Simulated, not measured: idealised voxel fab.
Module name: voxel plated lines (process module)
We display cut, a cross-section 260 nm in width whose square cells are each 5 nm.
If you're reading a cross-section in this doc, picture square cells in a grid; it comes to you as bands, top ones listed first down to the bottom, and a band can be one or more rows of cells.
Look at the band entry: it leads with the top's height and the bottom's height in nm. Then it lists the materials left to right, with a width in nm for each. The word "throughout" on a single material says that material fills the band edge to edge. The word "blank" is empty space.
Beneath 0, the wafer as received is one material, and that level is where height counting begins. The lowest band goes on downward without a bottom; it is written like "z 0 and below".
So if you see something like "30 to 40" for the width, read it as the top row of the band sitting at the first number and the bottom row at the second, with every row in between moving by the same amount as the last.
Where a step carries "nothing different", the cross-section came out of it unchanged, cell for cell.
The label "Enclosed cavities" introduces a list of the empty spaces, 8 cells or larger, that have no open way up to the top; each entry in it reads width x height at distance, where the distance is taken from the left edge and all three are stated in nm.
Where a step's line continues beyond its settings, the continuation is a remark by the simulator itself on that step.
What "overlay nm" on a step's line means: if the step has a mask, that mask lay this far to the right of its planned place, or, when the value is negative, to the left.
[Planned step list for the process]
1. RECEIVE (material Si)
2. CONFORMAL_DEP (material SiN; thk nm 15)
3. DIRECTIONAL_DEP (material TiN; thk nm 5)
4. PATTERN (tone open; mask id LINES; material resist; width nm 15; pitch nm 30; thk nm 15; overlay nm 0)
5. EPI (material Ru; thk nm 10)
6. STRIP (etch materials resist)
7. DIRECTIONAL_ETCH (etch materials TiN; depth nm 5)
8. CONFORMAL_DEP (material SiCN; thk nm 10)
[Account of the first of two wafers, which was processed as intended]
[Cross-sectional view of the wafer in its as-received condition, corresponding to the state after step 1]
	z 0 and below = Si throughout
	Enclosed cavities: none
[Once step 2 is through, the wafer looks like this in cross-section]
	z 15 to 0 = SiN throughout
	Everything below 0 is unchanged.
[Once step 3 is through, the wafer looks like this in cross-section]
	z 20 to 15 = TiN throughout
	Everything below 15 is unchanged.
[Once step 4 is through, the wafer looks like this in cross-section]
	z 35 to 20 = resist 90 nm / blank 15 nm / resist 15 nm / blank 15 nm / resist 15 nm / blank 15 nm / resist 95 nm
	Everything below 20 is unchanged.
[Once step 5 is through, the wafer looks like this in cross-section]
	z 35 to 30 = resist 90 nm / blank 15 nm / resist 15 nm / blank 15 nm / resist 15 nm / blank 15 nm / resist 95 nm
	z 30 to 20 = resist 90 nm / Ru 15 nm / resist 15 nm / Ru 15 nm / resist 15 nm / Ru 15 nm / resist 95 nm
	Everything below 20 is unchanged.
[Once step 6 is through, the wafer looks like this in cross-section]
	z 30 to 20 = blank 90 nm / Ru 15 nm / blank 15 nm / Ru 15 nm / blank 15 nm / Ru 15 nm / blank 95 nm
	Everything below 20 is unchanged.
[Once step 7 is through, the wafer looks like this in cross-section]
	z 30 to 20 = blank 90 nm / Ru 15 nm / blank 15 nm / Ru 15 nm / blank 15 nm / Ru 15 nm / blank 95 nm
	z 20 to 15 = blank 90 nm / TiN 15 nm / blank 15 nm / TiN 15 nm / blank 15 nm / TiN 15 nm / blank 95 nm
	Everything below 15 is unchanged.
[Once step 8 is through, the wafer looks like this in cross-section]
	z 40 to 30 = blank 80 nm / SiCN 95 nm / blank 85 nm
	z 30 to 25 = blank 80 nm / SiCN 10 nm / Ru 15 nm / SiCN 15 nm / Ru 15 nm / SiCN 15 nm / Ru 15 nm / SiCN 10 nm / blank 85 nm
	z 25 to 20 = SiCN 90 nm / Ru 15 nm / SiCN 15 nm / Ru 15 nm / SiCN 15 nm / Ru 15 nm / SiCN 95 nm
	z 20 to 15 = SiCN 90 nm / TiN 15 nm / SiCN 15 nm / TiN 15 nm / SiCN 15 nm / TiN 15 nm / SiCN 95 nm
	Everything below 15 is unchanged.
[Now the other wafer: same start, same recipe, but we messed up one thing when running it. Up to and including step 7 it's the same as the first one]
[Planned end of step 8: second wafer, cross-section]
	z 45 to 30 = blank 75 nm / SiCN 105 nm / blank 80 nm
	z 30 to 20 = SiCN 90 nm / Ru 15 nm / SiCN 15 nm / Ru 15 nm / SiCN 15 nm / Ru 15 nm / SiCN 95 nm
	z 20 to 15 = SiCN 90 nm / TiN 15 nm / SiCN 15 nm / TiN 15 nm / SiCN 15 nm / TiN 15 nm / SiCN 95 nm
	Everything below 15 is unchanged.
Against the plan, the run slipped here: step 8 off recipe, ran as CONFORMAL_DEP (material SiCN; thk nm 15)
It is noted that, at the conclusion of processing, the second wafer exhibits a higher or lower cell count for certain materials relative to the first: 58 more of SiCN
